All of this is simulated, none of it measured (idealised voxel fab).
voxel gate over fins: a process module
Xsec cut, 295 nm wide, square cell size 5 nm.
Cross-section = grid of square cells, listed top down in bands; band = one or more rows.
First you get the band's top height and its bottom height, in nm, and then the materials it's made of, left to right, with each width in nm. If you see a single material with "full width", that one covers the band edge to edge. "empty" is empty space.
A quick word on heights: they are counted from 0, and under that level the wafer as it came to us is one material throughout. The lowest band is different from the rest in having no bottom; it simply continues downward, written as in "z 0 and below".
Think of "30..40" as a width that walks from the first number to the second as you go down the band, top row to bottom row, taking equal-sized steps from row to row.
Reading "nothing altered" for a step: not a cell of the cross-section changed in it.
Closed-off voids of 8+ cells (no open route to the top) go in "Sealed internal cavities", written width x height at distance from the left edge, in nm.
Heads up: the bit after the settings on a step's line is the simulator's remark on that step.
overlay nm: for a step with a mask, the amount by which the mask lay right of where it was planned; a negative amount means left of it.
The planned process steps are enumerated hereunder
1) RECEIVE [material Si]
2) CONFORMAL_DEP [material SiN] [thk nm 10]
3) PATTERN [tone cover] [mask id FINS] [material resist] [width nm 15] [pitch nm 45] [thk nm 15] [overlay nm 0]
4) DIRECTIONAL_ETCH [etch materials SiN] [depth nm 10]
5) DIRECTIONAL_ETCH [etch materials Si] [depth nm 40]
6) STRIP [etch materials resist]
7) OXIDIZE [depth nm 5]
8) FILL_DEP [material SiO2] [thk nm 15]
9) CMP [height nm 10]
10) SELECTIVE_ETCH [etch materials SiO2] [depth nm 25]
11) STRIP [etch materials SiN]
12) CONFORMAL_DEP [material HfO2] [thk nm 5]
13) CONFORMAL_DEP [material TiN] [thk nm 5]
14) CONFORMAL_DEP [material TiAl] [thk nm 5]
15) CONFORMAL_DEP [material TiN] [thk nm 5]
16) FILL_DEP [material W] [thk nm 15]
17) CMP [height nm 30]
18) CONFORMAL_DEP [material SiCN] [thk nm 5]
Wafer at receipt (post step 1), cross-section
  z 0 and below: Si full width
  Sealed internal cavities: none
First of two wafers: cross-section at end of module, run per plan
  z 35 to 30: SiCN full width
  z 30 to 20: W full width
  z 20 to 15: 55 W  180 TiN  60 W
  z 15 to 10: 55 W  5 TiN  35 TiAl  10 TiN  35 TiAl  10 TiN  35 TiAl  10 TiN  35 TiAl  5 TiN  60 W
  z 10 to 5: 55 W  5 TiN  5 TiAl  25 TiN  5 TiAl  10 TiN  5 TiAl  25 TiN  5 TiAl  10 TiN  5 TiAl  25 TiN  5 TiAl  10 TiN  5 TiAl  25 TiN  5 TiAl  5 TiN  60 W
  z 5 to 0: 60 TiN  5 TiAl  5 TiN  15 HfO2  5 TiN  5 TiAl  10 TiN  5 TiAl  5 TiN  15 HfO2  5 TiN  5 TiAl  10 TiN  5 TiAl  5 TiN  15 HfO2  5 TiN  5 TiAl  10 TiN  5 TiAl  5 TiN  15 HfO2  5 TiN  5 TiAl  65 TiN
  z 0 to -5: 65 TiAl  5 TiN  5 HfO2  5 Si  5 HfO2  5 TiN  20 TiAl  5 TiN  5 HfO2  5 Si  5 HfO2  5 TiN  20 TiAl  5 TiN  5 HfO2  5 Si  5 HfO2  5 TiN  20 TiAl  5 TiN  5 HfO2  5 Si  5 HfO2  5 TiN  70 TiAl
  z -5 to -10: 70 TiN  5 HfO2  5 Si  5 HfO2  30 TiN  5 HfO2  5 Si  5 HfO2  30 TiN  5 HfO2  5 Si  5 HfO2  30 TiN  5 HfO2  5 Si  5 HfO2  75 TiN
  z -10 to -15: 75 HfO2  5 Si  40 HfO2  5 Si  40 HfO2  5 Si  40 HfO2  5 Si  80 HfO2
  z -15 to -45: 75 SiO2  5 Si  40 SiO2  5 Si  40 SiO2  5 Si  40 SiO2  5 Si  80 SiO2
  z -45 and below: Si full width
  Sealed internal cavities: none
Same start, same plan as the first wafer - but one mistake in the run. Cross-section of the second of the two at the end of the module
  z 35 to 30: SiCN full width
  z 30 to 25: TiN full width
  z 25 to 20: TiAl full width
  z 20 to 15: TiN full width
  z 15 to 0: HfO2 full width
  z 0 and below: Si full width
  Sealed internal cavities: none
Run error: planned and actual differ for step 2; actual: CONFORMAL_DEP [material HfO2] [thk nm 10]
End of process, cell counts, second wafer against first, materials with more or fewer: 94 more of HfO2, 495 more of Si, 330 fewer of SiO2, 24 fewer of TiAl, 48 fewer of TiN, 187 fewer of W
